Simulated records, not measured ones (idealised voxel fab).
The document below concerns the process module designated voxel double patterning.
Each square cell in cross-section cut measures 5 nm, and the section as a whole is 295 nm wide.
This document writes a cross-section as a grid whose cells are square, and gives it as bands, listed from the top down; one or more rows of cells form a band.
Look at the band entry: it leads with the top's height and the bottom's height in nm. Then it lists the materials left to right, with a width in nm for each. The word "full width" on a single material says that material fills the band edge to edge. The word "air" is empty space.
Height 0 is the level under which the wafer as received is all one material. The lowest band goes on downwards, as in "z 0 and below".
When a width is written as two numbers, as in "30 to 40", the first number is the width in the top row of cells of the band and the second is the width in its bottom row, and the width changes by the same amount from each row to the next.
"nothing got changed" means the step left every cell of the cross-section as it was.
The list in "Enclosed void listing" covers empty spaces of 8 cells or more that cannot reach the top through any open way, and it gives each as width x height at distance; the distance is from the left edge, and width, height and distance are in nm.
Note: text after step settings on the step line = simulator remark on that step.
overlay nm: step with mask; distance mask lay right of planned place; negative value = left of planned place.

Steps planned for the process:
1) op RECEIVE | material Si
2) op CONFORMAL_DEP | material SiO2 | thk nm 5
3) op DIRECTIONAL_DEP | material W | thk nm 20
4) op DIRECTIONAL_DEP | material SiN | thk nm 10
5) op MASKED_ETCH | tone open | mask id FIRST | width nm 15 | pitch nm 50 | etch materials SiN | depth nm 10 | overlay nm 0
6) op DIRECTIONAL_DEP | material aC | thk nm 10
7) op PATTERN | tone open | mask id SECOND | material resist | width nm 15 | pitch nm 50 | thk nm 30 | overlay nm -15
8) op DIRECTIONAL_ETCH | etch materials aC | depth nm 10
9) op STRIP | etch materials resist
10) op DIRECTIONAL_ETCH | etch materials SiN | depth nm 10
11) op STRIP | etch materials aC
12) op DIRECTIONAL_ETCH | etch materials W | depth nm 20
13) op STRIP | etch materials SiN
varied across the wafers: overlay nm of step 7. The plan shows the first wafer's value. All wafers start alike

The as-received cross-section of the first of several wafers corresponds to the state after step 1:
> z 0 and below | Si full width
> Enclosed void listing: none

Below is a per-wafer table. In it, each row describes the wafer at the end of the module by giving, for each material, the number of cells gained (+) or lost (-) since the wafer was received, and after that the closed voids of the wafer:
overlay nm -15; +59 SiO2; +184 W; Enclosed void listing: none
overlay nm -10; +59 SiO2; +176 W; Enclosed void listing: none
overlay nm -5; +59 SiO2; +176 W; Enclosed void listing: none
overlay nm 0; +59 SiO2; +176 W; Enclosed void listing: none
overlay nm 5; +59 SiO2; +176 W; Enclosed void listing: none
overlay nm 10; +59 SiO2; +176 W; Enclosed void listing: none
overlay nm 15; +59 SiO2; +184 W; Enclosed void listing: none
